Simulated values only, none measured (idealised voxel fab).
Process module, titled voxel transistor to metal
Pictured: cross-section cut, 190 nm wide, on a grid of 5 nm square cells.
Cross-section = grid of square cells, listed top down in bands; band = one or more rows.
The band entry comprises the height of the band's top followed by the height of its bottom, expressed in nm, and subsequently the band's materials from left to right, each stated together with its width in nm. Where a single material is marked with the word "throughout", that material fills the band from edge to edge. The word "air" represents empty space.
Measure heights from 0. That's the level where, below it, the as-received wafer is all one material. The lowest band is bottomless and extends downward; write it as in "top 0, no bottom".
A two-number width, for instance "30..40", indicates that the width is equal to the first number in the top row of the band and to the second number in the bottom row, and that it changes by a constant amount per row of cells.
Key: "no change" - step with no changed cell in the cross-section.
"Closed void catalog" enumerates empty spaces isolated from the top, with no open way to it, that contain at least 8 cells, giving each as width x height at distance from the left edge, all three in nm.
Step line, after settings: the simulator's comment on this step.
overlay nm: for a step with a mask, the amount by which the mask lay right of where it was planned; a negative amount means left of it.

# The planned process steps are enumerated hereunder
- 1: RECEIVE | material Si
- 2: OXIDIZE | depth nm 5
- 3: CONFORMAL_DEP | material SiN | thk nm 15
- 4: MASKED_ETCH | tone cover | mask id ACTIVE | width nm 95 | etch materials SiN | depth nm 15 | overlay nm 0
- 5: MASKED_ETCH | tone cover | mask id ACTIVE | width nm 95 | etch materials SiO2 | depth nm 5 | overlay nm 0
- 6: MASKED_ETCH | tone cover | mask id ACTIVE | width nm 95 | etch materials Si | depth nm 20 | overlay nm 0
- 7: OXIDIZE | depth nm 5
- 8: FILL_DEP | material SiO2 | thk nm 5
- 9: CMP | height nm 15
- 10: SELECTIVE_ETCH | etch materials SiO2 | depth nm 15
- 11: STRIP | etch materials SiN
- 12: SELECTIVE_ETCH | etch materials SiO2 | depth nm 5
- 13: OXIDIZE | depth nm 5
- 14: DIRECTIONAL_DEP | material polySi | thk nm 25
- 15: DIRECTIONAL_DEP | material SiCN | thk nm 15
- 16: PATTERN | tone cover | mask id GATE | material resist | width nm 15 | thk nm 15 | overlay nm 0
- 17: DIRECTIONAL_ETCH | etch materials SiCN | depth nm 25
- 18: DIRECTIONAL_ETCH | etch materials polySi | depth nm 35
- 19: STRIP | etch materials resist
- 20: CONFORMAL_DEP | material SiO2 | thk nm 5
- 21: DIRECTIONAL_ETCH | etch materials SiO2 | depth nm 5
- 22: CONFORMAL_DEP | material SiN | thk nm 5
- 23: DIRECTIONAL_ETCH | etch materials SiN | depth nm 5
- 24: DIRECTIONAL_ETCH | etch materials SiO2 | depth nm 5
- 25: DIRECTIONAL_ETCH | etch materials Si | depth nm 15
- 26: EPI | material SiGe | thk nm 15
- 27: FILL_DEP | material SiO2 | thk nm 5
- 28: CMP | height nm 35
- 29: DIRECTIONAL_DEP | material SiO2 | thk nm 10
- 30: DIRECTIONAL_DEP | material aC | thk nm 15
- 31: PATTERN | tone open | mask id CONTACT | material resist | width nm 25 | pitch nm 50 | thk nm 35 | overlay nm 0
- 32: DIRECTIONAL_ETCH | etch materials aC | depth nm 15
- 33: STRIP | etch materials resist
- 34: DIRECTIONAL_ETCH | etch materials SiO2 | depth nm 55
- 35: STRIP | etch materials aC
- 36: CONFORMAL_DEP | material TiN | thk nm 5
- 37: FILL_DEP | material Ru | thk nm 5
- 38: CMP | height nm 45
- 39: CONFORMAL_DEP | material SiN | thk nm 5
- 40: DIRECTIONAL_DEP | material lowk | thk nm 20
- 41: PATTERN | tone open | mask id METAL_1 | material resist | width nm 15 | pitch nm 60 | thk nm 15 | overlay nm 0
- 42: DIRECTIONAL_ETCH | etch materials lowk | depth nm 20
- 43: DIRECTIONAL_ETCH | etch materials SiN | depth nm 5
- 44: STRIP | etch materials resist
- 45: CONFORMAL_DEP | material TiN | thk nm 5
- 46: FILL_DEP | material Cu | thk nm 10
- 47: CMP | height nm 70
- 48: CONFORMAL_DEP | material SiN | thk nm 5

# The first of two wafers, run as planned

# As-received wafer cross-section (after step 1)
* top 0, no bottom  Si throughout
* Closed void catalog: none

# Take a look at the wafer's cross-section after step 2
* top 0, bottom -5  SiO2 throughout
* below -5: unchanged

# Take a look at the wafer's cross-section after step 3
* top 15, bottom 0  SiN throughout
* below 0: unchanged

# Take a look at the wafer's cross-section after step 4
* top 15, bottom 0  45 nm air  95 nm SiN  50 nm air
* below 0: unchanged

# Take a look at the wafer's cross-section after step 5
* top 15, bottom 0  45 nm air  95 nm SiN  50 nm air
* top 0, bottom -5  45 nm air  95 nm SiO2  50 nm air
* below -5: unchanged

# Take a look at the wafer's cross-section after step 6
* top 15, bottom 0  45 nm air  95 nm SiN  50 nm air
* top 0, bottom -5  45 nm air  95 nm SiO2  50 nm air
* top -5, bottom -25  45 nm air  95 nm Si  50 nm air
* below -25: unchanged

# Take a look at the wafer's cross-section after step 7
* top 15, bottom 0  45 nm air  95 nm SiN  50 nm air
* top 0, bottom -5  45 nm air  95 nm SiO2  50 nm air
* top -5, bottom -25  45 nm air  5 nm SiO2  85 nm Si  5 nm SiO2  50 nm air
* top -25, bottom -30  50 nm SiO2  85 nm Si  55 nm SiO2
* below -30: unchanged

# Take a look at the wafer's cross-section after step 8
* top 20, bottom 15  SiO2 throughout
* top 15, bottom 0  45 nm SiO2  95 nm SiN  50 nm SiO2
* top 0, bottom -5  SiO2 throughout
* top -5, bottom -30  50 nm SiO2  85 nm Si  55 nm SiO2
* below -30: unchanged

# Take a look at the wafer's cross-section after step 9
* top 15, bottom 0  45 nm SiO2  95 nm SiN  50 nm SiO2
* below 0: unchanged

# Take a look at the wafer's cross-section after step 10
* top 15, bottom 0  45 nm air  95 nm SiN  50 nm air
* below 0: unchanged

# Take a look at the wafer's cross-section after step 11
* top 0, bottom -5  SiO2 throughout
* below -5: unchanged

# Take a look at the wafer's cross-section after step 12
* top -5, bottom -30  50 nm SiO2  85 nm Si  55 nm SiO2
* below -30: unchanged

# Take a look at the wafer's cross-section after step 13
* top -5, bottom -10  SiO2 throughout
* below -10: unchanged

# Take a look at the wafer's cross-section after step 14
* top 20, bottom -5  polySi throughout
* below -5: unchanged

# Take a look at the wafer's cross-section after step 15
* top 35, bottom 20  SiCN throughout
* below 20: unchanged

# Take a look at the wafer's cross-section after step 16
* top 50, bottom 35  85 nm air  15 nm resist  90 nm air
* below 35: unchanged

# Take a look at the wafer's cross-section after step 17
* top 50, bottom 35  85 nm air  15 nm resist  90 nm air
* top 35, bottom 20  85 nm air  15 nm SiCN  90 nm air
* below 20: unchanged

# Take a look at the wafer's cross-section after step 18
* top 50, bottom 35  85 nm air  15 nm resist  90 nm air
* top 35, bottom 20  85 nm air  15 nm SiCN  90 nm air
* top 20, bottom -5  85 nm air  15 nm polySi  90 nm air
* below -5: unchanged

# Take a look at the wafer's cross-section after step 19
* top 35, bottom 20  85 nm air  15 nm SiCN  90 nm air
* below 20: unchanged

# Take a look at the wafer's cross-section after step 20
* top 40, bottom 35  80 nm air  25 nm SiO2  85 nm air
* top 35, bottom 20  80 nm air  5 nm SiO2  15 nm SiCN  5 nm SiO2  85 nm air
* top 20, bottom 0  80 nm air  5 nm SiO2  15 nm polySi  5 nm SiO2  85 nm air
* top 0, bottom -5  85 nm SiO2  15 nm polySi  90 nm SiO2
* below -5: unchanged

# Take a look at the wafer's cross-section after step 21
* top 35, bottom 20  80 nm air  5 nm SiO2  15 nm SiCN  5 nm SiO2  85 nm air
* top 20, bottom -5  80 nm air  5 nm SiO2  15 nm polySi  5 nm SiO2  85 nm air
* below -5: unchanged

# Take a look at the wafer's cross-section after step 22
* top 40, bottom 35  75 nm air  35 nm SiN  80 nm air
* top 35, bottom 20  75 nm air  5 nm SiN  5 nm SiO2  15 nm SiCN  5 nm SiO2  5 nm SiN  80 nm air
* top 20, bottom 0  75 nm air  5 nm SiN  5 nm SiO2  15 nm polySi  5 nm SiO2  5 nm SiN  80 nm air
* top 0, bottom -5  80 nm SiN  5 nm SiO2  15 nm polySi  5 nm SiO2  85 nm SiN
* below -5: unchanged

# Take a look at the wafer's cross-section after step 23
* top 35, bottom 20  75 nm air  5 nm SiN  5 nm SiO2  15 nm SiCN  5 nm SiO2  5 nm SiN  80 nm air
* top 20, bottom -5  75 nm air  5 nm SiN  5 nm SiO2  15 nm polySi  5 nm SiO2  5 nm SiN  80 nm air
* below -5: unchanged

# Take a look at the wafer's cross-section after step 24
* top 35, bottom 30  75 nm air  5 nm SiN  5 nm air  15 nm SiCN  5 nm air  5 nm SiN  80 nm air
* top 30, bottom 20  75 nm air  5 nm SiN  5 nm SiO2  15 nm SiCN  5 nm SiO2  5 nm SiN  80 nm air
* top 20, bottom -5  75 nm air  5 nm SiN  5 nm SiO2  15 nm polySi  5 nm SiO2  5 nm SiN  80 nm air
* top -5, bottom -10  75 nm air  35 nm SiO2  80 nm air
* below -10: unchanged

# Take a look at the wafer's cross-section after step 25
* top 35, bottom 30  75 nm air  5 nm SiN  5 nm air  15 nm SiCN  5 nm air  5 nm SiN  80 nm air
* top 30, bottom 20  75 nm air  5 nm SiN  5 nm SiO2  15 nm SiCN  5 nm SiO2  5 nm SiN  80 nm air
* top 20, bottom -5  75 nm air  5 nm SiN  5 nm SiO2  15 nm polySi  5 nm SiO2  5 nm SiN  80 nm air
* top -5, bottom -10  75 nm air  35 nm SiO2  80 nm air
* top -10, bottom -25  50 nm SiO2  25 nm air  35 nm Si  25 nm air  55 nm SiO2
* below -25: unchanged

# Take a look at the wafer's cross-section after step 26
* top 35, bottom 30  75 nm air  5 nm SiN  5 nm air  15 nm SiCN  5 nm air  5 nm SiN  80 nm air
* top 30, bottom 20  75 nm air  5 nm SiN  5 nm SiO2  15 nm SiCN  5 nm SiO2  5 nm SiN  80 nm air
* top 20, bottom 5  75 nm air  5 nm SiN  5 nm SiO2  15 nm polySi  5 nm SiO2  5 nm SiN  80 nm air
* top 5, bottom -5  60 nm air  15 nm SiGe  5 nm SiN  5 nm SiO2  15 nm polySi  5 nm SiO2  5 nm SiN  15 nm SiGe  65 nm air
* top -5, bottom -10  60 nm air  15 nm SiGe  35 nm SiO2  15 nm SiGe  65 nm air
* top -10, bottom -25  50 nm SiO2  25 nm SiGe  35 nm Si  25 nm SiGe  55 nm SiO2
* below -25: unchanged

# Take a look at the wafer's cross-section after step 27
* top 40, bottom 35  SiO2 throughout
* top 35, bottom 20  75 nm SiO2  5 nm SiN  5 nm SiO2  15 nm SiCN  5 nm SiO2  5 nm SiN  80 nm SiO2
* top 20, bottom 5  75 nm SiO2  5 nm SiN  5 nm SiO2  15 nm polySi  5 nm SiO2  5 nm SiN  80 nm SiO2
* top 5, bottom -5  60 nm SiO2  15 nm SiGe  5 nm SiN  5 nm SiO2  15 nm polySi  5 nm SiO2  5 nm SiN  15 nm SiGe  65 nm SiO2
* top -5, bottom -10  60 nm SiO2  15 nm SiGe  35 nm SiO2  15 nm SiGe  65 nm SiO2
* below -10: unchanged

# Take a look at the wafer's cross-section after step 28
* top 35, bottom 20  75 nm SiO2  5 nm SiN  5 nm SiO2  15 nm SiCN  5 nm SiO2  5 nm SiN  80 nm SiO2
* below 20: unchanged

# Take a look at the wafer's cross-section after step 29
* top 45, bottom 35  SiO2 throughout
* below 35: unchanged

# Take a look at the wafer's cross-section after step 30
* top 60, bottom 45  aC throughout
* below 45: unchanged

# Take a look at the wafer's cross-section after step 31
* top 95, bottom 60  55 nm resist  25 nm air  25 nm resist  25 nm air  60 nm resist
* below 60: unchanged

# Take a look at the wafer's cross-section after step 32
* top 80, bottom 60  55 nm resist  25 nm air  25 nm resist  25 nm air  60 nm resist
* top 60, bottom 45  55 nm aC  25 nm air  25 nm aC  25 nm air  60 nm aC
* below 45: unchanged

# Take a look at the wafer's cross-section after step 33
* top 60, bottom 45  55 nm aC  25 nm air  25 nm aC  25 nm air  60 nm aC
* below 45: unchanged

# Take a look at the wafer's cross-section after step 34
* top 60, bottom 45  55 nm aC  25 nm air  25 nm aC  25 nm air  60 nm aC
* top 45, bottom 35  55 nm SiO2  25 nm air  25 nm SiO2  25 nm air  60 nm SiO2
* top 35, bottom 20  55 nm SiO2  20 nm air  5 nm SiN  5 nm SiO2  15 nm SiCN  5 nm SiO2  5 nm SiN  20 nm air  60 nm SiO2
* top 20, bottom 5  55 nm SiO2  20 nm air  5 nm SiN  5 nm SiO2  15 nm polySi  5 nm SiO2  5 nm SiN  20 nm air  60 nm SiO2
* top 5, bottom -5  55 nm SiO2  5 nm air  15 nm SiGe  5 nm SiN  5 nm SiO2  15 nm polySi  5 nm SiO2  5 nm SiN  15 nm SiGe  5 nm air  60 nm SiO2
* top -5, bottom -10  55 nm SiO2  5 nm air  15 nm SiGe  35 nm SiO2  15 nm SiGe  5 nm air  60 nm SiO2
* below -10: unchanged

# Take a look at the wafer's cross-section after step 35
* top 45, bottom 35  55 nm SiO2  25 nm air  25 nm SiO2  25 nm air  60 nm SiO2
* below 35: unchanged

# Take a look at the wafer's cross-section after step 36
* top 50, bottom 45  60 nm TiN  15 nm air  35 nm TiN  15 nm air  65 nm TiN
* top 45, bottom 35  55 nm SiO2  5 nm TiN  15..10 nm air  5..10 nm TiN  25 nm SiO2  5..10 nm TiN  15..10 nm air  5 nm TiN  60 nm SiO2
* top 35, bottom 20  55 nm SiO2  5 nm TiN  10 nm air  5 nm TiN  5 nm SiN  5 nm SiO2  15 nm SiCN  5 nm SiO2  5 nm SiN  5 nm TiN  10 nm air  5 nm TiN  60 nm SiO2
* top 20, bottom 10  55 nm SiO2  5 nm TiN  10 nm air  5 nm TiN  5 nm SiN  5 nm SiO2  15 nm polySi  5 nm SiO2  5 nm SiN  5 nm TiN  10 nm air  5 nm TiN  60 nm SiO2
* top 10, bottom 5  55 nm SiO2  20 nm TiN  5 nm SiN  5 nm SiO2  15 nm polySi  5 nm SiO2  5 nm SiN  20 nm TiN  60 nm SiO2
* top 5, bottom -5  55 nm SiO2  5 nm TiN  15 nm SiGe  5 nm SiN  5 nm SiO2  15 nm polySi  5 nm SiO2  5 nm SiN  15 nm SiGe  5 nm TiN  60 nm SiO2
* top -5, bottom -10  55 nm SiO2  5 nm TiN  15 nm SiGe  35 nm SiO2  15 nm SiGe  5 nm TiN  60 nm SiO2
* below -10: unchanged

# Take a look at the wafer's cross-section after step 37
* top 55, bottom 50  Ru throughout
* top 50, bottom 45  60 nm TiN  15 nm Ru  35 nm TiN  15 nm Ru  65 nm TiN
* top 45, bottom 35  55 nm SiO2  5 nm TiN  15..10 nm Ru  5..10 nm TiN  25 nm SiO2  5..10 nm TiN  15..10 nm Ru  5 nm TiN  60 nm SiO2
* top 35, bottom 20  55 nm SiO2  5 nm TiN  10 nm Ru  5 nm TiN  5 nm SiN  5 nm SiO2  15 nm SiCN  5 nm SiO2  5 nm SiN  5 nm TiN  10 nm Ru  5 nm TiN  60 nm SiO2
* top 20, bottom 10  55 nm SiO2  5 nm TiN  10 nm Ru  5 nm TiN  5 nm SiN  5 nm SiO2  15 nm polySi  5 nm SiO2  5 nm SiN  5 nm TiN  10 nm Ru  5 nm TiN  60 nm SiO2
* below 10: unchanged

# Take a look at the wafer's cross-section after step 38
* top 45, bottom 35  55 nm SiO2  5 nm TiN  15..10 nm Ru  5..10 nm TiN  25 nm SiO2  5..10 nm TiN  15..10 nm Ru  5 nm TiN  60 nm SiO2
* below 35: unchanged

# Take a look at the wafer's cross-section after step 39
* top 50, bottom 45  SiN throughout
* below 45: unchanged

# Take a look at the wafer's cross-section after step 40
* top 70, bottom 50  lowk throughout
* below 50: unchanged

# Take a look at the wafer's cross-section after step 41
* top 85, bottom 70  55 nm resist  15 nm air  45 nm resist  15 nm air  60 nm resist
* below 70: unchanged

# Take a look at the wafer's cross-section after step 42
* top 85, bottom 70  55 nm resist  15 nm air  45 nm resist  15 nm air  60 nm resist
* top 70, bottom 50  55 nm lowk  15 nm air  45 nm lowk  15 nm air  60 nm lowk
* below 50: unchanged

# Take a look at the wafer's cross-section after step 43
* top 85, bottom 70  55 nm resist  15 nm air  45 nm resist  15 nm air  60 nm resist
* top 70, bottom 50  55 nm lowk  15 nm air  45 nm lowk  15 nm air  60 nm lowk
* top 50, bottom 45  55 nm SiN  15 nm air  45 nm SiN  15 nm air  60 nm SiN
* below 45: unchanged

# Take a look at the wafer's cross-section after step 44
* top 70, bottom 50  55 nm lowk  15 nm air  45 nm lowk  15 nm air  60 nm lowk
* below 50: unchanged

# Take a look at the wafer's cross-section after step 45
* top 75, bottom 70  60 nm TiN  5 nm air  55 nm TiN  5 nm air  65 nm TiN
* top 70, bottom 50  55 nm lowk  5 nm TiN  5 nm air  5 nm TiN  45 nm lowk  5 nm TiN  5 nm air  5 nm TiN  60 nm lowk
* top 50, bottom 45  55 nm SiN  15 nm TiN  45 nm SiN  15 nm TiN  60 nm SiN
* below 45: unchanged

# Take a look at the wafer's cross-section after step 46
* top 85, bottom 75  Cu throughout
* top 75, bottom 70  60 nm TiN  5 nm Cu  55 nm TiN  5 nm Cu  65 nm TiN
* top 70, bottom 50  55 nm lowk  5 nm TiN  5 nm Cu  5 nm TiN  45 nm lowk  5 nm TiN  5 nm Cu  5 nm TiN  60 nm lowk
* below 50: unchanged

# Take a look at the wafer's cross-section after step 47
* top 70, bottom 50  55 nm lowk  5 nm TiN  5 nm Cu  5 nm TiN  45 nm lowk  5 nm TiN  5 nm Cu  5 nm TiN  60 nm lowk
* below 50: unchanged

# Take a look at the wafer's cross-section after step 48
* top 75, bottom 70  SiN throughout
* below 70: unchanged

# The Second Wafer: Common Origin and Plan, One Mistake in Execution, Identical to the First Through Step 40

# Second wafer cross-section, taken as of the time the plan sets for step 41 to be done
* top 85, bottom 70  65 nm resist  15 nm air  45 nm resist  15 nm air  50 nm resist
* below 70: unchanged

# Second wafer cross-section, taken as of the time the plan sets for step 42 to be done
* top 85, bottom 70  65 nm resist  15 nm air  45 nm resist  15 nm air  50 nm resist
* top 70, bottom 50  65 nm lowk  15 nm air  45 nm lowk  15 nm air  50 nm lowk
* below 50: unchanged

# Second wafer cross-section, taken as of the time the plan sets for step 43 to be done
* top 85, bottom 70  65 nm resist  15 nm air  45 nm resist  15 nm air  50 nm resist
* top 70, bottom 50  65 nm lowk  15 nm air  45 nm lowk  15 nm air  50 nm lowk
* top 50, bottom 45  65 nm SiN  15 nm air  45 nm SiN  15 nm air  50 nm SiN
* below 45: unchanged

# Second wafer cross-section, taken as of the time the plan sets for step 44 to be done
* top 70, bottom 50  65 nm lowk  15 nm air  45 nm lowk  15 nm air  50 nm lowk
* below 50: unchanged

# Second wafer cross-section, taken as of the time the plan sets for step 45 to be done
* top 75, bottom 70  70 nm TiN  5 nm air  55 nm TiN  5 nm air  55 nm TiN
* top 70, bottom 50  65 nm lowk  5 nm TiN  5 nm air  5 nm TiN  45 nm lowk  5 nm TiN  5 nm air  5 nm TiN  50 nm lowk
* top 50, bottom 45  65 nm SiN  15 nm TiN  45 nm SiN  15 nm TiN  50 nm SiN
* below 45: unchanged

# Second wafer cross-section, taken as of the time the plan sets for step 46 to be done
* top 85, bottom 75  Cu throughout
* top 75, bottom 70  70 nm TiN  5 nm Cu  55 nm TiN  5 nm Cu  55 nm TiN
* top 70, bottom 50  65 nm lowk  5 nm TiN  5 nm Cu  5 nm TiN  45 nm lowk  5 nm TiN  5 nm Cu  5 nm TiN  50 nm lowk
* below 50: unchanged

# Second wafer cross-section, taken as of the time the plan sets for step 47 to be done
* top 70, bottom 50  65 nm lowk  5 nm TiN  5 nm Cu  5 nm TiN  45 nm lowk  5 nm TiN  5 nm Cu  5 nm TiN  50 nm lowk
* below 50: unchanged

# Second wafer cross-section, taken as of the time the plan sets for step 48 to be done
* top 75, bottom 70  SiN throughout
* below 70: unchanged
what went wrong: in deviation from the planned setting, step 41 was conducted as PATTERN | tone open | mask id METAL_1 | material resist | width nm 15 | pitch nm 60 | thk nm 15 | overlay nm 10
Tallied in cells, the final second wafer holds each material in the same quantity as the first, although not at the same places.
